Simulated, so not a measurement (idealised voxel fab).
Title: Process Module voxel air gaps
Each square cell in cross-section cut measures 5 nm, and the section as a whole is 270 nm wide.
Think of the cross-section as a grid of square cells. We describe it in bands, top to bottom, and each band covers one or more rows of those cells.
Basically the band line says how high the top is and how high the bottom is, in nm, and then what's in it from left to right, every material with its width in nm. Empty space shows up as "air", and if a single material carries "all across" it runs the full band edge to edge.
Measure heights from 0. That's the level where, below it, the as-received wafer is all one material. The lowest band is bottomless and extends downward; write it as in "from 0 down".
Top row gets the first number, bottom row gets the second, and each row in between changes by the same step: that is how a band width like "30 to 40" works.
Any step labelled "changes: none" changed none of the cells in the cross-section.
The list in "Fully sealed voids" covers empty spaces of 8 cells or more that cannot reach the top through any open way, and it gives each as width x height at distance; the distance is from the left edge, and width, height and distance are in nm.
That trailing text on a step's line, after the settings, is the simulator's own remark on the step.
What "overlay nm" on a step's line means: if the step has a mask, that mask lay this far to the right of its planned place, or, when the value is negative, to the left.
### Below is the list of planned process steps
- 1: RECEIVE,material Si
- 2: CONFORMAL_DEP,material SiO2,thk nm 15
- 3: CONFORMAL_DEP,material SiCN,thk nm 5
- 4: DIRECTIONAL_DEP,material SiO2,thk nm 30
- 5: PATTERN,tone open,mask id LINES,material resist,width nm 25,pitch nm 50,thk nm 20,overlay nm 0
- 6: DIRECTIONAL_ETCH,etch materials SiO2,depth nm 30
- 7: STRIP,etch materials resist
- 8: CONFORMAL_DEP,material TiN,thk nm 5
- 9: FILL_DEP,material Ru,thk nm 10
- 10: CMP,height nm 50
- 11: EPI,material Ru,thk nm 10
- 12: SELECTIVE_ETCH,etch materials SiO2,depth nm 40
- 13: CONFORMAL_DEP,material SiCN,thk nm 5
### Cross-section of the incoming wafer, state after step 1
- from 0 down | Si all across
- Fully sealed voids: none
### First of two wafers at the end of the module, shown in cross-section; run carried out as planned
- from 65 to 60 | air (30), then SiCN (205), then air (35)
- from 60 to 50 | air (30), then SiCN (5), then Ru (45), then SiCN (5), then Ru (45), then SiCN (5), then Ru (45), then SiCN (5), then Ru (45), then SiCN (5), then air (35)
- from 50 to 45 | air (30), then SiCN (15), then TiN (5), then Ru (15), then TiN (5), then SiCN (25), then TiN (5), then Ru (15), then TiN (5), then SiCN (25), then TiN (5), then Ru (15), then TiN (5), then SiCN (25), then TiN (5), then Ru (15), then TiN (5), then SiCN (15), then air (35)
- from 45 to 25 | air (40), then SiCN (5), then TiN (5), then Ru (15), then TiN (5), then SiCN (5), then air (15), then SiCN (5), then TiN (5), then Ru (15), then TiN (5), then SiCN (5), then air (15), then SiCN (5), then TiN (5), then Ru (15), then TiN (5), then SiCN (5), then air (15), then SiCN (5), then TiN (5), then Ru (15), then TiN (5), then SiCN (5), then air (45)
- from 25 to 20 | SiCN (45), then TiN (25), then SiCN (25), then TiN (25), then SiCN (25), then TiN (25), then SiCN (25), then TiN (25), then SiCN (50)
- from 20 to 15 | SiCN all across
- from 15 to 0 | SiO2 all across
- from 0 down | Si all across
- Fully sealed voids: 15 x 20 at 75; 15 x 20 at 125; 15 x 20 at 175
### What the second wafer looks like in cross-section once the module is done. Its start and its plan matched the first wafer's exactly; what differed was one mistake in how it was run
- from 65 to 60 | SiCN all across
- from 60 to 50 | Ru (55), then SiCN (5), then Ru (45), then SiCN (5), then Ru (45), then SiCN (5), then Ru (45), then SiCN (5), then Ru (60)
- from 50 to 45 | Ru (40), then TiN (5), then SiCN (25), then TiN (5), then Ru (15), then TiN (5), then SiCN (25), then TiN (5), then Ru (15), then TiN (5), then SiCN (25), then TiN (5), then Ru (15), then TiN (5), then SiCN (25), then TiN (5), then Ru (45)
- from 45 to 25 | Ru (40), then TiN (5), then SiCN (5), then air (15), then SiCN (5), then TiN (5), then Ru (15), then TiN (5), then SiCN (5), then air (15), then SiCN (5), then TiN (5), then Ru (15), then TiN (5), then SiCN (5), then air (15), then SiCN (5), then TiN (5), then Ru (15), then TiN (5), then SiCN (5), then air (15), then SiCN (5), then TiN (5), then Ru (45)
- from 25 to 20 | TiN (45), then SiCN (25), then TiN (25), then SiCN (25), then TiN (25), then SiCN (25), then TiN (25), then SiCN (25), then TiN (50)
- from 20 to 15 | SiCN all across
- from 15 to 0 | SiO2 all across
- from 0 down | Si all across
- Fully sealed voids: 15 x 20 at 50; 15 x 20 at 100; 15 x 20 at 150; 15 x 20 at 200
Processing error: step 5 deviated from plan and actually ran as PATTERN,tone cover,mask id LINES,material resist,width nm 25,pitch nm 50,thk nm 20,overlay nm 0
Wafer comparison, final, in cells, second relative to first, materials more or fewer: +98 Ru | -4 SiCN | +14 TiN
End state: 3 closed voids on the first wafer, 4 on the second.
